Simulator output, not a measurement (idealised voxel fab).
process module | voxel air gaps
cross-section cut | 150 nm wide | cells 5 nm
A cross-section is a grid of square cells, given in bands from the top down. A band is one or more rows of cells.
Each band's line starts with the height of the band's top and of its bottom, in nm. Then come its materials from left to right, each with its width in nm. One material with "throughout" fills the band from edge to edge. "air" is empty space.
Height 0 is the level under which the wafer as received is all one material. The lowest band goes on downwards, as in "0 down".
A width such as "30 to 40" changes by the same amount from each row of cells to the next, from the band's top row to its bottom row.
"no change" after a step means that no cell of the cross-section changed.
closed voids: empty space of 8 cells or more with no open way to the top, each as width x height at its distance from the left edge, in nm
after a step's settings: what the simulator itself notes on the step
overlay nm, on a step with a mask: how far to the right of its planned place the mask lay; to the left if negative
plan
1 op RECEIVE | material Si
2 op CONFORMAL_DEP | material SiO2 | thk nm 10
3 op CONFORMAL_DEP | material SiN | thk nm 5
4 op DIRECTIONAL_DEP | material SiO2 | thk nm 30
5 op MASKED_ETCH | tone open | mask id LINES | width nm 15 | pitch nm 45 | etch materials SiO2 | depth nm 30 | overlay nm 0
6 op CONFORMAL_DEP | material TiN | thk nm 5
7 op FILL_DEP | material Ru | thk nm 10
8 op CMP | height nm 45
9 op EPI | material Ru | thk nm 10
10 op SELECTIVE_ETCH | etch materials SiO2 | depth nm 40
11 op CONFORMAL_DEP | material SiN | thk nm 5
first wafer, as planned
as received, after step 1
  0 down: Si throughout
  closed voids: none
after step 2
  10 to 0: SiO2 throughout
  below 0: unchanged
after step 3
  15 to 10: SiN throughout
  below 10: unchanged
after step 4
  45 to 15: SiO2 throughout
  below 15: unchanged
after step 5
  45 to 15: SiO2 20 | air 15 | SiO2 30 | air 15 | SiO2 30 | air 15 | SiO2 25
  below 15: unchanged
after step 6
  50 to 45: TiN 25 | air 5 | TiN 40 | air 5 | TiN 40 | air 5 | TiN 30
  45 to 20: SiO2 20 | TiN 5 | air 5 | TiN 5 | SiO2 30 | TiN 5 | air 5 | TiN 5 | SiO2 30 | TiN 5 | air 5 | TiN 5 | SiO2 25
  20 to 15: SiO2 20 | TiN 15 | SiO2 30 | TiN 15 | SiO2 30 | TiN 15 | SiO2 25
  below 15: unchanged
after step 7
  60 to 50: Ru throughout
  50 to 45: TiN 25 | Ru 5 | TiN 40 | Ru 5 | TiN 40 | Ru 5 | TiN 30
  45 to 20: SiO2 20 | TiN 5 | Ru 5 | TiN 5 | SiO2 30 | TiN 5 | Ru 5 | TiN 5 | SiO2 30 | TiN 5 | Ru 5 | TiN 5 | SiO2 25
  below 20: unchanged
after step 8
  45 to 20: SiO2 20 | TiN 5 | Ru 5 | TiN 5 | SiO2 30 | TiN 5 | Ru 5 | TiN 5 | SiO2 30 | TiN 5 | Ru 5 | TiN 5 | SiO2 25
  below 20: unchanged
after step 9
  55 to 45: air 10 | Ru 35 | air 10 | Ru 35 | air 10 | Ru 35 | air 15
  below 45: unchanged
after step 10
  55 to 45: air 10 | Ru 35 | air 10 | Ru 35 | air 10 | Ru 35 | air 15
  45 to 20: air 20 | TiN 5 | Ru 5 | TiN 5 | air 30 | TiN 5 | Ru 5 | TiN 5 | air 30 | TiN 5 | Ru 5 | TiN 5 | air 25
  20 to 15: air 20 | TiN 15 | air 30 | TiN 15 | air 30 | TiN 15 | air 25
  below 15: unchanged
after step 11
  60 to 55: air 5 | SiN 135 | air 10
  55 to 45: air 5 | SiN 5 | Ru 35 | SiN 10 | Ru 35 | SiN 10 | Ru 35 | SiN 5 | air 10
  45 to 40: air 5 | SiN 15 | TiN 5 | Ru 5 | TiN 5 | SiN 30 | TiN 5 | Ru 5 | TiN 5 | SiN 30 | TiN 5 | Ru 5 | TiN 5 | SiN 15 | air 10
  40 to 20: air 15 | SiN 5 | TiN 5 | Ru 5 | TiN 5 | SiN 5 | air 20 | SiN 5 | TiN 5 | Ru 5 | TiN 5 | SiN 5 | air 20 | SiN 5 | TiN 5 | Ru 5 | TiN 5 | SiN 5 | air 20
  20 to 15: SiN 20 | TiN 15 | SiN 30 | TiN 15 | SiN 30 | TiN 15 | SiN 25
  below 15: unchanged
  closed voids: 20 x 20 at 40; 20 x 20 at 85
second wafer: like start, like plan, one mistake. Through step 2 it matches the first wafer
when step 3 should have ended
  25 to 10: SiN throughout
  below 10: unchanged
when step 4 should have ended
  55 to 25: SiO2 throughout
  below 25: unchanged
when step 5 should have ended
  55 to 25: SiO2 20 | air 15 | SiO2 30 | air 15 | SiO2 30 | air 15 | SiO2 25
  below 25: unchanged
when step 6 should have ended
  60 to 55: TiN 25 | air 5 | TiN 40 | air 5 | TiN 40 | air 5 | TiN 30
  55 to 30: SiO2 20 | TiN 5 | air 5 | TiN 5 | SiO2 30 | TiN 5 | air 5 | TiN 5 | SiO2 30 | TiN 5 | air 5 | TiN 5 | SiO2 25
  30 to 25: SiO2 20 | TiN 15 | SiO2 30 | TiN 15 | SiO2 30 | TiN 15 | SiO2 25
  below 25: unchanged
when step 7 should have ended
  70 to 60: Ru throughout
  60 to 55: TiN 25 | Ru 5 | TiN 40 | Ru 5 | TiN 40 | Ru 5 | TiN 30
  55 to 30: SiO2 20 | TiN 5 | Ru 5 | TiN 5 | SiO2 30 | TiN 5 | Ru 5 | TiN 5 | SiO2 30 | TiN 5 | Ru 5 | TiN 5 | SiO2 25
  below 30: unchanged
when step 8 should have ended
  45 to 30: SiO2 20 | TiN 5 | Ru 5 | TiN 5 | SiO2 30 | TiN 5 | Ru 5 | TiN 5 | SiO2 30 | TiN 5 | Ru 5 | TiN 5 | SiO2 25
  below 30: unchanged
when step 9 should have ended
  55 to 45: air 10 | Ru 35 | air 10 | Ru 35 | air 10 | Ru 35 | air 15
  below 45: unchanged
when step 10 should have ended
  55 to 45: air 10 | Ru 35 | air 10 | Ru 35 | air 10 | Ru 35 | air 15
  45 to 30: air 20 | TiN 5 | Ru 5 | TiN 5 | air 30 | TiN 5 | Ru 5 | TiN 5 | air 30 | TiN 5 | Ru 5 | TiN 5 | air 25
  30 to 25: air 20 | TiN 15 | air 30 | TiN 15 | air 30 | TiN 15 | air 25
  below 25: unchanged
when step 11 should have ended
  60 to 55: air 5 | SiN 135 | air 10
  55 to 45: air 5 | SiN 5 | Ru 35 | SiN 10 | Ru 35 | SiN 10 | Ru 35 | SiN 5 | air 10
  45 to 40: air 5 | SiN 15 | TiN 5 | Ru 5 | TiN 5 | SiN 30 | TiN 5 | Ru 5 | TiN 5 | SiN 30 | TiN 5 | Ru 5 | TiN 5 | SiN 15 | air 10
  40 to 30: air 15 | SiN 5 | TiN 5 | Ru 5 | TiN 5 | SiN 5 | air 20 | SiN 5 | TiN 5 | Ru 5 | TiN 5 | SiN 5 | air 20 | SiN 5 | TiN 5 | Ru 5 | TiN 5 | SiN 5 | air 20
  30 to 25: SiN 20 | TiN 15 | SiN 30 | TiN 15 | SiN 30 | TiN 15 | SiN 25
  below 25: unchanged
  closed voids: 20 x 10 at 40; 20 x 10 at 85
what went wrong: step 3 ran as: op CONFORMAL_DEP | material SiN | thk nm 15
at the end the second wafer has, in cells: 6 fewer of Ru | 48 more of SiN | 12 fewer of TiN
